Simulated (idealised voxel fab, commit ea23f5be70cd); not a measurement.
process module | voxel fin reveal
cross-section cut | 170 nm wide | cells 5 nm
A cross-section is a grid of square cells, given in bands from the top down. A band is one or more rows of cells.
Each band's line starts with the height of the band's top and of its bottom, in nm. Then come its materials from left to right, each with its width in nm. One material with "throughout" fills the band from edge to edge. "air" is empty space.
Height 0 is the level under which the wafer as received is all one material. The lowest band goes on downwards, as in "0 down".
A width such as "30 to 40" changes by the same amount from each row of cells to the next, from the band's top row to its bottom row.
"no change" after a step means that no cell of the cross-section changed.
closed voids: empty space of 8 cells or more with no open way to the top, each as width x height at its distance from the left edge, in nm
after a step's settings: what the simulator itself notes on the step
overlay nm, on a step with a mask: how far to the right of its planned place the mask lay; to the left if negative
plan
1 op RECEIVE | material Si
2 op CONFORMAL_DEP | material SiN | thk nm 5
3 op MASKED_ETCH | tone cover | mask id FINS | width nm 15 | pitch nm 35 | etch materials SiN | depth nm 5 | overlay nm 0
4 op MASKED_ETCH | tone cover | mask id FINS | width nm 15 | pitch nm 35 | etch materials Si | depth nm 30 | overlay nm 0
5 op OXIDIZE | depth nm 5
6 op FILL_DEP | material SiO2 | thk nm 5
7 op CMP | height nm 5
8 op SELECTIVE_ETCH | etch materials SiO2 | depth nm 20
9 op STRIP | etch materials SiN
10 op CONFORMAL_DEP | material SiO2 | thk nm 5
first wafer, as planned
as received, after step 1
  0 down: Si throughout
  closed voids: none
after step 2
  5 to 0: SiN throughout
  below 0: unchanged
after step 3
  5 to 0: air 25 | SiN 15 | air 20 | SiN 15 | air 20 | SiN 15 | air 20 | SiN 15 | air 25
  below 0: unchanged
after step 4
  5 to 0: air 25 | SiN 15 | air 20 | SiN 15 | air 20 | SiN 15 | air 20 | SiN 15 | air 25
  0 to -30: air 25 | Si 15 | air 20 | Si 15 | air 20 | Si 15 | air 20 | Si 15 | air 25
  below -30: unchanged
after step 5
  5 to 0: air 25 | SiN 15 | air 20 | SiN 15 | air 20 | SiN 15 | air 20 | SiN 15 | air 25
  0 to -30: air 25 | SiO2 5 | Si 5 | SiO2 5 | air 20 | SiO2 5 | Si 5 | SiO2 5 | air 20 | SiO2 5 | Si 5 | SiO2 5 | air 20 | SiO2 5 | Si 5 | SiO2 5 | air 25
  -30 to -35: SiO2 30 | Si 5 | SiO2 30 | Si 5 | SiO2 30 | Si 5 | SiO2 30 | Si 5 | SiO2 30
  below -35: unchanged
after step 6
  10 to 5: SiO2 throughout
  5 to 0: SiO2 25 | SiN 15 | SiO2 20 | SiN 15 | SiO2 20 | SiN 15 | SiO2 20 | SiN 15 | SiO2 25
  0 to -35: SiO2 30 | Si 5 | SiO2 30 | Si 5 | SiO2 30 | Si 5 | SiO2 30 | Si 5 | SiO2 30
  below -35: unchanged
after step 7
  5 to 0: SiO2 25 | SiN 15 | SiO2 20 | SiN 15 | SiO2 20 | SiN 15 | SiO2 20 | SiN 15 | SiO2 25
  below 0: unchanged
after step 8
  5 to 0: air 25 | SiN 15 | air 20 | SiN 15 | air 20 | SiN 15 | air 20 | SiN 15 | air 25
  0 to -15: air 30 | Si 5 | air 30 | Si 5 | air 30 | Si 5 | air 30 | Si 5 | air 30
  below -15: unchanged
after step 9
  0 to -15: air 30 | Si 5 | air 30 | Si 5 | air 30 | Si 5 | air 30 | Si 5 | air 30
  below -15: unchanged
after step 10
  5 to 0: air 25 | SiO2 15 | air 20 | SiO2 15 | air 20 | SiO2 15 | air 20 | SiO2 15 | air 25
  0 to -10: air 25 | SiO2 5 | Si 5 | SiO2 5 | air 20 | SiO2 5 | Si 5 | SiO2 5 | air 20 | SiO2 5 | Si 5 | SiO2 5 | air 20 | SiO2 5 | Si 5 | SiO2 5 | air 25
  -10 to -35: SiO2 30 | Si 5 | SiO2 30 | Si 5 | SiO2 30 | Si 5 | SiO2 30 | Si 5 | SiO2 30
  below -35: unchanged
second wafer: like start, like plan, one mistake. Through step 2 it matches the first wafer
when step 3 should have ended
  5 to 0: SiN 25 | air 15 | SiN 20 | air 15 | SiN 20 | air 15 | SiN 20 | air 15 | SiN 25
  below 0: unchanged
when step 4 should have ended: no change
when step 5 should have ended
  5 to 0: SiN 25 | air 15 | SiN 20 | air 15 | SiN 20 | air 15 | SiN 20 | air 15 | SiN 25
  0 to -5: Si 20 | SiO2 25 | Si 10 | SiO2 25 | Si 10 | SiO2 25 | Si 10 | SiO2 25 | Si 20
  below -5: unchanged
when step 6 should have ended
  10 to 5: SiO2 throughout
  5 to 0: SiN 25 | SiO2 15 | SiN 20 | SiO2 15 | SiN 20 | SiO2 15 | SiN 20 | SiO2 15 | SiN 25
  below 0: unchanged
when step 7 should have ended
  5 to 0: SiN 25 | SiO2 15 | SiN 20 | SiO2 15 | SiN 20 | SiO2 15 | SiN 20 | SiO2 15 | SiN 25
  below 0: unchanged
when step 8 should have ended
  5 to 0: SiN 25 | air 15 | SiN 20 | air 15 | SiN 20 | air 15 | SiN 20 | air 15 | SiN 25
  0 to -5: Si 20 | air 25 | Si 10 | air 25 | Si 10 | air 25 | Si 10 | air 25 | Si 20
  below -5: unchanged
when step 9 should have ended
  0 to -5: Si 20 | air 25 | Si 10 | air 25 | Si 10 | air 25 | Si 10 | air 25 | Si 20
  below -5: unchanged
when step 10 should have ended
  5 to 0: SiO2 25 | air 15 | SiO2 20 | air 15 | SiO2 20 | air 15 | SiO2 20 | air 15 | SiO2 25
  0 to -5: Si 20 | SiO2 25 | Si 10 | SiO2 25 | Si 10 | SiO2 25 | Si 10 | SiO2 25 | Si 20
  below -5: unchanged
what went wrong: step 3 ran as: op MASKED_ETCH | tone open | mask id FINS | width nm 15 | pitch nm 35 | etch materials SiN | depth nm 5 | overlay nm 0
at the end the second wafer has, in cells: 190 more of Si | 136 fewer of SiO2
